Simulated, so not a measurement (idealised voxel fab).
This is a process module. Its name is voxel capacitor over wiring.
Pictured: cross-section cut, 270 nm wide, on a grid of 5 nm square cells.
Cross-section format: a grid of square cells, given as bands from top to bottom; each band is one or more rows of cells. In this notation a band is specified by the heights of its top and bottom, in that order and in nm, after which its materials appear from left to right, each paired with its width in nm. The word "edge to edge" attached to a single material means that material fills the band from edge to edge; the word "air" stands for empty space. We count height from 0. Below that, the starting wafer is all one material. The lowest band never ends at the bottom but goes on down; see "z 0 and below" for how that is written. Per-row width for "30..40": begins at first number (top row of band), ends at second number (bottom row), increment between rows held constant. When a step is marked "nothing was modified", none of the cells in the cross-section changed during that step. "Enclosed void listing" - sealed voids, min. 8 cells, no opening to top; format: width x height at distance (distance from left edge; nm throughout). Whatever follows a step's settings on its line is a remark the simulator itself makes about that step. If you see "overlay nm" on a step's line and that step has a mask, it's telling you how far right of where it was planned the mask ended up; a negative number means it went left instead.

## Set out below are the planned steps of the process
1 op RECEIVE | material Si
2 op CONFORMAL_DEP | material SiO2 | thk nm 10
3 op CONFORMAL_DEP | material SiN | thk nm 5
4 op DIRECTIONAL_DEP | material SiO2 | thk nm 20
5 op DIRECTIONAL_DEP | material aC | thk nm 10
6 op PATTERN | tone open | mask id METAL_1 | material resist | width nm 25 | pitch nm 90 | thk nm 25 | overlay nm 0
7 op DIRECTIONAL_ETCH | etch materials aC | depth nm 10
8 op STRIP | etch materials resist
9 op DIRECTIONAL_ETCH | etch materials SiO2 | depth nm 20
10 op DIRECTIONAL_ETCH | etch materials SiN | depth nm 5
11 op STRIP | etch materials aC
12 op CONFORMAL_DEP | material TiN | thk nm 5
13 op FILL_DEP | material W | thk nm 10
14 op CMP | height nm 35
15 op CONFORMAL_DEP | material SiCN | thk nm 5
16 op DIRECTIONAL_DEP | material lowk | thk nm 15
17 op PATTERN | tone open | mask id PLUG_1 | material resist | width nm 15 | thk nm 15 | overlay nm 0
18 op DIRECTIONAL_ETCH | etch materials lowk | depth nm 15
19 op DIRECTIONAL_ETCH | etch materials SiCN | depth nm 5
20 op STRIP | etch materials resist
21 op EPI | material Ru | thk nm 10
22 op EPI | material Ru | thk nm 10
23 op DIRECTIONAL_DEP | material TiN | thk nm 10
24 op DIRECTIONAL_DEP | material HfO2 | thk nm 5
25 op DIRECTIONAL_DEP | material TiN | thk nm 5
26 op PATTERN | tone cover | mask id UPPER_PLATE | material resist | width nm 70 | thk nm 15 | overlay nm 0
27 op DIRECTIONAL_ETCH | etch materials TiN | depth nm 5
28 op DIRECTIONAL_ETCH | etch materials HfO2 | depth nm 5
29 op STRIP | etch materials resist
30 op MASKED_ETCH | tone cover | mask id LOWER_PLATE | width nm 80 | etch materials TiN | depth nm 10 | overlay nm 0
31 op FILL_DEP | material SiO2 | thk nm 20
32 op CMP | height nm 90
33 op MASKED_ETCH | tone open | mask id PLUG_2 | width nm 15 | etch materials SiO2 | depth nm 15 | overlay nm 0
34 op CONFORMAL_DEP | material TiN | thk nm 5
35 op FILL_DEP | material W | thk nm 5
36 op CMP | height nm 90
37 op CONFORMAL_DEP | material SiN | thk nm 5

## Cross-section: wafer on arrival = after step 1
z 0 and below = Si edge to edge
Enclosed void listing: none

## Cross-section taken at module completion on the first of two wafers; processed per the plan
z 95 to 90 = SiN edge to edge
z 90 to 80 = SiO2 95 nm, then TiN 5 nm, then W 5 nm, then TiN 5 nm, then SiO2 160 nm
z 80 to 70 = SiO2 95..85 nm, then TiN 15..70 nm, then SiO2 160..115 nm
z 70 to 65 = SiO2 85 nm, then HfO2 70 nm, then SiO2 115 nm
z 65 to 55 = SiO2 80 nm, then TiN 80 nm, then SiO2 110 nm
z 55 to 40 = lowk 85 nm, then Ru 15 nm, then lowk 170 nm
z 40 to 35 = SiCN 85 nm, then Ru 15 nm, then SiCN 170 nm
z 35 to 15 = SiO2 75 nm, then TiN 5 nm, then W 15 nm, then TiN 5 nm, then SiO2 65 nm, then TiN 5 nm, then W 15 nm, then TiN 5 nm, then SiO2 80 nm
z 15 to 10 = SiN 75 nm, then TiN 25 nm, then SiN 65 nm, then TiN 25 nm, then SiN 80 nm
z 10 to 0 = SiO2 edge to edge
z 0 and below = Si edge to edge
Enclosed void listing: none

## Here is the second of the two wafers cut open at the end of the module - same start, same plan as the first one, but we made one mistake running it
z 95 to 90 = SiN edge to edge
z 90 to 85 = SiO2 95 nm, then TiN 60 nm, then SiO2 115 nm
z 85 to 80 = SiO2 95 nm, then TiN 5 nm, then HfO2 55 nm, then SiO2 115 nm
z 80 to 75 = SiO2 80 nm, then TiN 5 nm, then SiO2 10 nm, then TiN 65 nm, then SiO2 110 nm
z 75 to 70 = SiO2 80 nm, then TiN 80 nm, then SiO2 110 nm
z 70 to 65 = lowk 85 nm, then HfO2 15 nm, then lowk 170 nm
z 65 to 55 = lowk 85 nm, then TiN 15 nm, then lowk 170 nm
z 55 to 40 = lowk edge to edge
z 40 to 35 = SiCN edge to edge
z 35 to 15 = SiO2 75 nm, then TiN 5 nm, then W 15 nm, then TiN 5 nm, then SiO2 65 nm, then TiN 5 nm, then W 15 nm, then TiN 5 nm, then SiO2 80 nm
z 15 to 10 = SiN 75 nm, then TiN 25 nm, then SiN 65 nm, then TiN 25 nm, then SiN 80 nm
z 10 to 0 = SiO2 edge to edge
z 0 and below = Si edge to edge
Enclosed void listing: none
Misprocessing identified: plan step 16 was twice executed
End of process, cell counts, second wafer against first, materials with more or fewer: Ru: 12 fewer | SiCN: 3 more | SiO2: 147 fewer | TiN: 4 fewer | W: 2 fewer | lowk: 162 more
